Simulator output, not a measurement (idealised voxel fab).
You're looking at the process module voxel released beams.
Pictured: cross-section cut, 270 nm wide, on a grid of 5 nm square cells.
Cross-sections here: square-cell grids, written as top-down lists of bands, a band being one or more rows of cells. Per band: top height and bottom height in nm, followed by the left-to-right materials and their widths in nm; "full width" marks a single material spanning edge to edge, "air" marks empty space. We count height from 0. Below that, the starting wafer is all one material. The lowest band never ends at the bottom but goes on down; see "0 nm and below" for how that is written. The notation "30..40" denotes a width that varies across the rows of cells in the band, beginning at the first number in the top row, finishing at the second number in the bottom row, and changing by an identical amount from each row to the next. No cell of the cross-section changed in a step that is given as "left unchanged". Listed in "Entrapped void list": every empty space of 8 or more cells without an open way to the top. Form: width x height at distance, the distance being from the left edge, all in nm. Where a step's line continues beyond its settings, the continuation is a remark by the simulator itself on that step. "overlay nm", when on a step's line for a step with a mask, measures how far to the right of its planned place the mask lay; a negative measure means to the left.

[The following list gives the planned process steps]
1: RECEIVE,material Si
2: CONFORMAL_DEP,material Al2O3,thk nm 10
3: DIRECTIONAL_DEP,material SiO2,thk nm 15
4: MASKED_ETCH,tone open,mask id ANCHOR,width nm 30,etch materials SiO2,depth nm 15,overlay nm 0
5: CONFORMAL_DEP,material polySi,thk nm 10
6: MASKED_ETCH,tone cover,mask id BEAM,width nm 115,etch materials polySi,depth nm 10,overlay nm -15
7: STRIP,etch materials SiO2
For clarity, it should be stated that the wafers under discussion commence in an identical condition and differ with respect to the overlay nm of step 6, the plan indicating the value that the first wafer had.

[Received wafers, first of several: cross-section after step 1]
0 nm and below  Si full width
Entrapped void list: none

[Module finished, last step 7 done: cross-section of the first of several wafers]
35 nm to 25 nm  air (60), polySi (30), air (10), polySi (75), air (95)
25 nm to 20 nm  air (80), polySi (10), air (10), polySi (10), air (160)
20 nm to 10 nm  air (80), polySi (30), air (160)
10 nm to 0 nm  Al2O3 full width
0 nm and below  Si full width
Entrapped void list: none

[The final wafer, sectioned at module end]
35 nm to 25 nm  air (100), polySi (105), air (65)
25 nm to 20 nm  air (80), polySi (10), air (10), polySi (10), air (160)
20 nm to 10 nm  air (80), polySi (30), air (160)
10 nm to 0 nm  Al2O3 full width
0 nm and below  Si full width
Entrapped void list: none

[Rows = wafers. At module end, each row lists per material the cells gained (+) or lost (-) since the wafer was received, then the closed voids]
overlay nm -15, +108 Al2O3, +58 polySi, Entrapped void list: none
overlay nm -10, +108 Al2O3, +58 polySi, Entrapped void list: none
overlay nm -5, +108 Al2O3, +58 polySi, Entrapped void list: none
overlay nm 0, +108 Al2O3, +58 polySi, Entrapped void list: none
overlay nm 5, +108 Al2O3, +58 polySi, Entrapped void list: none
overlay nm 10, +108 Al2O3, +58 polySi, Entrapped void list: none
overlay nm 15, +108 Al2O3, +58 polySi, Entrapped void list: none
